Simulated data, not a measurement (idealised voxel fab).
A process module follows: voxel self aligned vias.
245 nm wide, 5 nm square cells: that's cross-section cut.
Cross-section, as written here: a square-cell grid given band by band from the top down, where a band holds one or more rows of cells. What a band's entry tells you: where the top is and where the bottom is, as heights in nm, and after that what lies inside, material by material from left to right, each with its width in nm. Empty space is written as the word "blank", and a single material marked with the word "everywhere" occupies the band from edge to edge. Where do heights start? At 0: under that level the wafer as delivered is made of one material only. And the lowest band has no floor; it just carries on downward, as in "0 down". Read "30->40" as a graded width: first number on top, second number at the bottom, same change between each pair of neighbouring rows. No cell of the cross-section changed in a step that is given as "no modification". In "Unvented cavities" the enclosed voids are listed, meaning empty spaces of 8 cells or larger without any opening to the top. The form is width x height at distance, distance from the left edge, units nm. Post-settings text on a step line: simulator's own remark regarding the step. You can add "overlay nm" to a step's line. For a step with a mask, it describes how far the mask lay to the right of its planned position, and a negative number describes a lay to the left.
-- Process steps (planned)
| 1 | RECEIVE, material Si |
| 2 | CONFORMAL_DEP, material SiO2, thk nm 10 |
| 3 | CONFORMAL_DEP, material SiCN, thk nm 5 |
| 4 | DIRECTIONAL_DEP, material lowk, thk nm 25 |
| 5 | DIRECTIONAL_DEP, material aC, thk nm 15 |
| 6 | PATTERN, tone open, mask id LINES, material resist, width nm 25, pitch nm 60, thk nm 35, overlay nm 0 |
| 7 | DIRECTIONAL_ETCH, etch materials aC, depth nm 15 |
| 8 | STRIP, etch materials resist |
| 9 | DIRECTIONAL_ETCH, etch materials lowk, depth nm 25 |
| 10 | STRIP, etch materials aC |
| 11 | CONFORMAL_DEP, material TiN, thk nm 5 |
| 12 | FILL_DEP, material W, thk nm 5 |
| 13 | CMP, height nm 40 |
| 14 | SELECTIVE_ETCH, etch materials W Ru TiN, depth nm 5 |
| 15 | FILL_DEP, material SiN, thk nm 10 |
| 16 | CMP, height nm 40 |
| 17 | DIRECTIONAL_DEP, material lowk, thk nm 20 |
| 18 | DIRECTIONAL_DEP, material aC, thk nm 10 |
| 19 | PATTERN, tone open, mask id VIAS, material resist, width nm 35, pitch nm 60, thk nm 25, overlay nm 0 |
| 20 | DIRECTIONAL_ETCH, etch materials aC, depth nm 10 |
| 21 | STRIP, etch materials resist |
| 22 | DIRECTIONAL_ETCH, etch materials lowk, depth nm 20 |
| 23 | DIRECTIONAL_ETCH, etch materials SiN, depth nm 5 |
| 24 | STRIP, etch materials aC |
| 25 | CONFORMAL_DEP, material TiN, thk nm 5 |
| 26 | FILL_DEP, material Ru, thk nm 10 |
| 27 | CMP, height nm 60 |
| 28 | CONFORMAL_DEP, material SiN, thk nm 5 |
-- The first of two wafers, run as planned
-- Incoming wafer in cross-section (state: after step 1)
    0 down | Si everywhere
    Unvented cavities: none
-- After step 2: wafer cross-section
    10 to 0 | SiO2 everywhere
    All layers under 0 are left as they were.
-- After step 3: wafer cross-section
    15 to 10 | SiCN everywhere
    All layers under 10 are left as they were.
-- After step 4: wafer cross-section
    40 to 15 | lowk everywhere
    All layers under 15 are left as they were.
-- After step 5: wafer cross-section
    55 to 40 | aC everywhere
    All layers under 40 are left as they were.
-- After step 6: wafer cross-section
    90 to 55 | resist 80 nm | blank 25 nm | resist 35 nm | blank 25 nm | resist 80 nm
    All layers under 55 are left as they were.
-- After step 7: wafer cross-section
    75 to 55 | resist 80 nm | blank 25 nm | resist 35 nm | blank 25 nm | resist 80 nm
    55 to 40 | aC 80 nm | blank 25 nm | aC 35 nm | blank 25 nm | aC 80 nm
    All layers under 40 are left as they were.
-- After step 8: wafer cross-section
    55 to 40 | aC 80 nm | blank 25 nm | aC 35 nm | blank 25 nm | aC 80 nm
    All layers under 40 are left as they were.
-- After step 9: wafer cross-section
    55 to 40 | aC 80 nm | blank 25 nm | aC 35 nm | blank 25 nm | aC 80 nm
    40 to 15 | lowk 80 nm | blank 25 nm | lowk 35 nm | blank 25 nm | lowk 80 nm
    All layers under 15 are left as they were.
-- After step 10: wafer cross-section
    40 to 15 | lowk 80 nm | blank 25 nm | lowk 35 nm | blank 25 nm | lowk 80 nm
    All layers under 15 are left as they were.
-- After step 11: wafer cross-section
    45 to 40 | TiN 85 nm | blank 15 nm | TiN 45 nm | blank 15 nm | TiN 85 nm
    40 to 20 | lowk 80 nm | TiN 5 nm | blank 15 nm | TiN 5 nm | lowk 35 nm | TiN 5 nm | blank 15 nm | TiN 5 nm | lowk 80 nm
    20 to 15 | lowk 80 nm | TiN 25 nm | lowk 35 nm | TiN 25 nm | lowk 80 nm
    All layers under 15 are left as they were.
-- After step 12: wafer cross-section
    50 to 45 | W everywhere
    45 to 40 | TiN 85 nm | W 15 nm | TiN 45 nm | W 15 nm | TiN 85 nm
    40 to 20 | lowk 80 nm | TiN 5 nm | W 15 nm | TiN 5 nm | lowk 35 nm | TiN 5 nm | W 15 nm | TiN 5 nm | lowk 80 nm
    All layers under 20 are left as they were.
-- After step 13: wafer cross-section
    40 to 20 | lowk 80 nm | TiN 5 nm | W 15 nm | TiN 5 nm | lowk 35 nm | TiN 5 nm | W 15 nm | TiN 5 nm | lowk 80 nm
    All layers under 20 are left as they were.
-- After step 14: wafer cross-section
    40 to 35 | lowk 80 nm | blank 25 nm | lowk 35 nm | blank 25 nm | lowk 80 nm
    All layers under 35 are left as they were.
-- After step 15: wafer cross-section
    50 to 40 | SiN everywhere
    40 to 35 | lowk 80 nm | SiN 25 nm | lowk 35 nm | SiN 25 nm | lowk 80 nm
    All layers under 35 are left as they were.
-- After step 16: wafer cross-section
    40 to 35 | lowk 80 nm | SiN 25 nm | lowk 35 nm | SiN 25 nm | lowk 80 nm
    All layers under 35 are left as they were.
-- After step 17: wafer cross-section
    60 to 40 | lowk everywhere
    All layers under 40 are left as they were.
-- After step 18: wafer cross-section
    70 to 60 | aC everywhere
    All layers under 60 are left as they were.
-- After step 19: wafer cross-section
    95 to 70 | resist 75 nm | blank 35 nm | resist 25 nm | blank 35 nm | resist 75 nm
    All layers under 70 are left as they were.
-- After step 20: wafer cross-section
    85 to 70 | resist 75 nm | blank 35 nm | resist 25 nm | blank 35 nm | resist 75 nm
    70 to 60 | aC 75 nm | blank 35 nm | aC 25 nm | blank 35 nm | aC 75 nm
    All layers under 60 are left as they were.
-- After step 21: wafer cross-section
    70 to 60 | aC 75 nm | blank 35 nm | aC 25 nm | blank 35 nm | aC 75 nm
    All layers under 60 are left as they were.
-- After step 22: wafer cross-section
    70 to 60 | aC 75 nm | blank 35 nm | aC 25 nm | blank 35 nm | aC 75 nm
    60 to 40 | lowk 75 nm | blank 35 nm | lowk 25 nm | blank 35 nm | lowk 75 nm
    All layers under 40 are left as they were.
-- After step 23: wafer cross-section
    70 to 60 | aC 75 nm | blank 35 nm | aC 25 nm | blank 35 nm | aC 75 nm
    60 to 40 | lowk 75 nm | blank 35 nm | lowk 25 nm | blank 35 nm | lowk 75 nm
    40 to 35 | lowk 80 nm | blank 25 nm | lowk 35 nm | blank 25 nm | lowk 80 nm
    All layers under 35 are left as they were.
-- After step 24: wafer cross-section
    60 to 40 | lowk 75 nm | blank 35 nm | lowk 25 nm | blank 35 nm | lowk 75 nm
    All layers under 40 are left as they were.
-- After step 25: wafer cross-section
    65 to 60 | TiN 80 nm | blank 25 nm | TiN 35 nm | blank 25 nm | TiN 80 nm
    60 to 45 | lowk 75 nm | TiN 5 nm | blank 25 nm | TiN 5 nm | lowk 25 nm | TiN 5 nm | blank 25 nm | TiN 5 nm | lowk 75 nm
    45 to 40 | lowk 75 nm | TiN 10 nm | blank 15 nm | TiN 10 nm | lowk 25 nm | TiN 10 nm | blank 15 nm | TiN 10 nm | lowk 75 nm
    40 to 35 | lowk 80 nm | TiN 25 nm | lowk 35 nm | TiN 25 nm | lowk 80 nm
    All layers under 35 are left as they were.
-- After step 26: wafer cross-section
    75 to 65 | Ru everywhere
    65 to 60 | TiN 80 nm | Ru 25 nm | TiN 35 nm | Ru 25 nm | TiN 80 nm
    60 to 45 | lowk 75 nm | TiN 5 nm | Ru 25 nm | TiN 5 nm | lowk 25 nm | TiN 5 nm | Ru 25 nm | TiN 5 nm | lowk 75 nm
    45 to 40 | lowk 75 nm | TiN 10 nm | Ru 15 nm | TiN 10 nm | lowk 25 nm | TiN 10 nm | Ru 15 nm | TiN 10 nm | lowk 75 nm
    All layers under 40 are left as they were.
-- After step 27: wafer cross-section
    60 to 45 | lowk 75 nm | TiN 5 nm | Ru 25 nm | TiN 5 nm | lowk 25 nm | TiN 5 nm | Ru 25 nm | TiN 5 nm | lowk 75 nm
    All layers under 45 are left as they were.
-- After step 28: wafer cross-section
    65 to 60 | SiN everywhere
    All layers under 60 are left as they were.
-- Wafer two of two - same starting point, same process plan, one mistake in execution; matches wafer one up to and including step 18
-- Cross-section of the second wafer when, according to plan, step 19 should have finished
    95 to 70 | blank 75 nm | resist 35 nm | blank 25 nm | resist 35 nm | blank 75 nm
    All layers under 70 are left as they were.
-- Cross-section of the second wafer when, according to plan, step 20 should have finished
    85 to 70 | blank 75 nm | resist 35 nm | blank 25 nm | resist 35 nm | blank 75 nm
    70 to 60 | blank 75 nm | aC 35 nm | blank 25 nm | aC 35 nm | blank 75 nm
    All layers under 60 are left as they were.
-- Cross-section of the second wafer when, according to plan, step 21 should have finished
    70 to 60 | blank 75 nm | aC 35 nm | blank 25 nm | aC 35 nm | blank 75 nm
    All layers under 60 are left as they were.
-- Cross-section of the second wafer when, according to plan, step 22 should have finished
    70 to 60 | blank 75 nm | aC 35 nm | blank 25 nm | aC 35 nm | blank 75 nm
    60 to 40 | blank 75 nm | lowk 35 nm | blank 25 nm | lowk 35 nm | blank 75 nm
    All layers under 40 are left as they were.
Cross-section of the second wafer when, according to plan, step 23 should have finished: no modification
-- Cross-section of the second wafer when, according to plan, step 24 should have finished
    60 to 40 | blank 75 nm | lowk 35 nm | blank 25 nm | lowk 35 nm | blank 75 nm
    All layers under 40 are left as they were.
-- Cross-section of the second wafer when, according to plan, step 25 should have finished
    65 to 60 | blank 70 nm | TiN 45 nm | blank 15 nm | TiN 45 nm | blank 70 nm
    60 to 45 | blank 70 nm | TiN 5 nm | lowk 35 nm | TiN 5 nm | blank 15 nm | TiN 5 nm | lowk 35 nm | TiN 5 nm | blank 70 nm
    45 to 40 | TiN 75 nm | lowk 35 nm | TiN 25 nm | lowk 35 nm | TiN 75 nm
    All layers under 40 are left as they were.
-- Cross-section of the second wafer when, according to plan, step 26 should have finished
    75 to 65 | Ru everywhere
    65 to 60 | Ru 70 nm | TiN 45 nm | Ru 15 nm | TiN 45 nm | Ru 70 nm
    60 to 45 | Ru 70 nm | TiN 5 nm | lowk 35 nm | TiN 5 nm | Ru 15 nm | TiN 5 nm | lowk 35 nm | TiN 5 nm | Ru 70 nm
    All layers under 45 are left as they were.
-- Cross-section of the second wafer when, according to plan, step 27 should have finished
    60 to 45 | Ru 70 nm | TiN 5 nm | lowk 35 nm | TiN 5 nm | Ru 15 nm | TiN 5 nm | lowk 35 nm | TiN 5 nm | Ru 70 nm
    All layers under 45 are left as they were.
-- Cross-section of the second wafer when, according to plan, step 28 should have finished
    65 to 60 | SiN everywhere
    All layers under 60 are left as they were.
Processing error: step 19 did not use the planned setting and instead ran as PATTERN, tone cover, mask id VIAS, material resist, width nm 35, pitch nm 60, thk nm 25, overlay nm 0
The second wafer ends with more or fewer cells of some materials than the first, per final count: +57 Ru | +10 SiN | +17 TiN | -84 lowk
